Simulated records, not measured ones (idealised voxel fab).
process module | voxel self aligned contacts
cross-section cut | 180 nm wide | cells 5 nm
A cross-section is a grid of square cells, given in bands from the top down. A band is one or more rows of cells.
Each band's line starts with the height of the band's top and of its bottom, in nm. Then come its materials from left to right, each with its width in nm. One material with "throughout" fills the band from edge to edge. "air" is empty space.
Height 0 is the level under which the wafer as received is all one material. The lowest band goes on downwards, as in "0 down".
A width such as "30 to 40" changes by the same amount from each row of cells to the next, from the band's top row to its bottom row.
"no change" after a step means that no cell of the cross-section changed.
closed voids: empty space of 8 cells or more with no open way to the top, each as width x height at its distance from the left edge, in nm
after a step's settings: what the simulator itself notes on the step
overlay nm, on a step with a mask: how far to the right of its planned place the mask lay; to the left if negative
plan
1 op RECEIVE | material Si
2 op CONFORMAL_DEP | material SiO2 | thk nm 5
3 op DIRECTIONAL_DEP | material polySi | thk nm 30
4 op DIRECTIONAL_DEP | material SiN | thk nm 20
5 op MASKED_ETCH | tone cover | mask id GATE | width nm 30 | pitch nm 65 | etch materials SiN | depth nm 20 | overlay nm 0
6 op MASKED_ETCH | tone cover | mask id GATE | width nm 30 | pitch nm 65 | etch materials polySi | depth nm 30 | overlay nm 0
7 op CONFORMAL_DEP | material SiN | thk nm 10
8 op DIRECTIONAL_ETCH | etch materials SiN | depth nm 10
9 op FILL_DEP | material SiO2 | thk nm 15
10 op CMP | height nm 65
11 op PATTERN | tone open | mask id CONTACT | material resist | width nm 45 | thk nm 20 | overlay nm 0
12 op DIRECTIONAL_ETCH | etch materials SiO2 | depth nm 65
13 op STRIP | etch materials resist
14 op CONFORMAL_DEP | material TiN | thk nm 5
15 op FILL_DEP | material Ru | thk nm 10
16 op CMP | height nm 65
17 op CONFORMAL_DEP | material SiN | thk nm 5
first wafer, as planned
as received, after step 1
  0 down: Si throughout
  closed voids: none
after step 2
  5 to 0: SiO2 throughout
  below 0: unchanged
after step 3
  35 to 5: polySi throughout
  below 5: unchanged
after step 4
  55 to 35: SiN throughout
  below 35: unchanged
after step 5
  55 to 35: air 40 | SiN 30 | air 35 | SiN 30 | air 45
  below 35: unchanged
after step 6
  55 to 35: air 40 | SiN 30 | air 35 | SiN 30 | air 45
  35 to 5: air 40 | polySi 30 | air 35 | polySi 30 | air 45
  below 5: unchanged
after step 7
  65 to 35: air 30 | SiN 50 | air 15 | SiN 50 | air 35
  35 to 15: air 30 | SiN 10 | polySi 30 | SiN 10 | air 15 | SiN 10 | polySi 30 | SiN 10 | air 35
  15 to 5: SiN 40 | polySi 30 | SiN 35 | polySi 30 | SiN 45
  below 5: unchanged
after step 8
  55 to 35: air 30 | SiN 50 | air 15 | SiN 50 | air 35
  35 to 5: air 30 | SiN 10 | polySi 30 | SiN 10 | air 15 | SiN 10 | polySi 30 | SiN 10 | air 35
  below 5: unchanged
after step 9
  70 to 55: SiO2 throughout
  55 to 35: SiO2 30 | SiN 50 | SiO2 15 | SiN 50 | SiO2 35
  35 to 5: SiO2 30 | SiN 10 | polySi 30 | SiN 10 | SiO2 15 | SiN 10 | polySi 30 | SiN 10 | SiO2 35
  below 5: unchanged
after step 10
  65 to 55: SiO2 throughout
  below 55: unchanged
after step 11
  85 to 65: resist 65 | air 45 | resist 70
  below 65: unchanged
after step 12
  85 to 65: resist 65 | air 45 | resist 70
  65 to 55: SiO2 65 | air 45 | SiO2 70
  55 to 35: SiO2 30 | SiN 50 | air 15 | SiN 50 | SiO2 35
  35 to 5: SiO2 30 | SiN 10 | polySi 30 | SiN 10 | air 15 | SiN 10 | polySi 30 | SiN 10 | SiO2 35
  5 to 0: SiO2 80 | air 15 | SiO2 85
  below 0: unchanged
after step 13
  65 to 55: SiO2 65 | air 45 | SiO2 70
  below 55: unchanged
after step 14
  70 to 65: TiN 70 | air 35 | TiN 75
  65 to 55: SiO2 65 | TiN 5 to 20 | air 35 to 5 | TiN 5 to 20 | SiO2 70
  55 to 35: SiO2 30 | SiN 50 | TiN 5 | air 5 | TiN 5 | SiN 50 | SiO2 35
  35 to 5: SiO2 30 | SiN 10 | polySi 30 | SiN 10 | TiN 5 | air 5 | TiN 5 | SiN 10 | polySi 30 | SiN 10 | SiO2 35
  5 to 0: SiO2 80 | TiN 15 | SiO2 85
  below 0: unchanged
after step 15
  80 to 70: Ru throughout
  70 to 65: TiN 70 | Ru 35 | TiN 75
  65 to 55: SiO2 65 | TiN 5 to 20 | Ru 35 to 5 | TiN 5 to 20 | SiO2 70
  55 to 35: SiO2 30 | SiN 50 | TiN 5 | Ru 5 | TiN 5 | SiN 50 | SiO2 35
  35 to 5: SiO2 30 | SiN 10 | polySi 30 | SiN 10 | TiN 5 | Ru 5 | TiN 5 | SiN 10 | polySi 30 | SiN 10 | SiO2 35
  below 5: unchanged
after step 16
  65 to 55: SiO2 65 | TiN 5 to 20 | Ru 35 to 5 | TiN 5 to 20 | SiO2 70
  below 55: unchanged
after step 17
  70 to 65: SiN throughout
  below 65: unchanged
second wafer: like start, like plan, one mistake. Through step 1 it matches the first wafer
when step 2 should have ended: no change
when step 3 should have ended
  30 to 0: polySi throughout
  below 0: unchanged
when step 4 should have ended
  50 to 30: SiN throughout
  below 30: unchanged
when step 5 should have ended
  50 to 30: air 40 | SiN 30 | air 35 | SiN 30 | air 45
  below 30: unchanged
when step 6 should have ended
  50 to 30: air 40 | SiN 30 | air 35 | SiN 30 | air 45
  30 to 0: air 40 | polySi 30 | air 35 | polySi 30 | air 45
  below 0: unchanged
when step 7 should have ended
  60 to 30: air 30 | SiN 50 | air 15 | SiN 50 | air 35
  30 to 10: air 30 | SiN 10 | polySi 30 | SiN 10 | air 15 | SiN 10 | polySi 30 | SiN 10 | air 35
  10 to 0: SiN 40 | polySi 30 | SiN 35 | polySi 30 | SiN 45
  below 0: unchanged
when step 8 should have ended
  50 to 30: air 30 | SiN 50 | air 15 | SiN 50 | air 35
  30 to 0: air 30 | SiN 10 | polySi 30 | SiN 10 | air 15 | SiN 10 | polySi 30 | SiN 10 | air 35
  below 0: unchanged
when step 9 should have ended
  65 to 50: SiO2 throughout
  50 to 30: SiO2 30 | SiN 50 | SiO2 15 | SiN 50 | SiO2 35
  30 to 0: SiO2 30 | SiN 10 | polySi 30 | SiN 10 | SiO2 15 | SiN 10 | polySi 30 | SiN 10 | SiO2 35
  below 0: unchanged
when step 10 should have ended: no change
when step 11 should have ended
  85 to 65: resist 65 | air 45 | resist 70
  below 65: unchanged
when step 12 should have ended
  85 to 65: resist 65 | air 45 | resist 70
  65 to 50: SiO2 65 | air 45 | SiO2 70
  50 to 30: SiO2 30 | SiN 50 | air 15 | SiN 50 | SiO2 35
  30 to 0: SiO2 30 | SiN 10 | polySi 30 | SiN 10 | air 15 | SiN 10 | polySi 30 | SiN 10 | SiO2 35
  below 0: unchanged
when step 13 should have ended
  65 to 50: SiO2 65 | air 45 | SiO2 70
  below 50: unchanged
when step 14 should have ended
  70 to 65: TiN 70 | air 35 | TiN 75
  65 to 55: SiO2 65 | TiN 5 | air 35 | TiN 5 | SiO2 70
  55 to 50: SiO2 65 | TiN 20 | air 5 | TiN 20 | SiO2 70
  50 to 30: SiO2 30 | SiN 50 | TiN 5 | air 5 | TiN 5 | SiN 50 | SiO2 35
  30 to 5: SiO2 30 | SiN 10 | polySi 30 | SiN 10 | TiN 5 | air 5 | TiN 5 | SiN 10 | polySi 30 | SiN 10 | SiO2 35
  5 to 0: SiO2 30 | SiN 10 | polySi 30 | SiN 10 | TiN 15 | SiN 10 | polySi 30 | SiN 10 | SiO2 35
  below 0: unchanged
when step 15 should have ended
  80 to 70: Ru throughout
  70 to 65: TiN 70 | Ru 35 | TiN 75
  65 to 55: SiO2 65 | TiN 5 | Ru 35 | TiN 5 | SiO2 70
  55 to 50: SiO2 65 | TiN 20 | Ru 5 | TiN 20 | SiO2 70
  50 to 30: SiO2 30 | SiN 50 | TiN 5 | Ru 5 | TiN 5 | SiN 50 | SiO2 35
  30 to 5: SiO2 30 | SiN 10 | polySi 30 | SiN 10 | TiN 5 | Ru 5 | TiN 5 | SiN 10 | polySi 30 | SiN 10 | SiO2 35
  below 5: unchanged
when step 16 should have ended
  65 to 55: SiO2 65 | TiN 5 | Ru 35 | TiN 5 | SiO2 70
  below 55: unchanged
when step 17 should have ended
  70 to 65: SiN throughout
  below 65: unchanged
what went wrong: step 2 was left out
at the end the second wafer has, in cells: 6 more of Ru | 6 fewer of SiO2
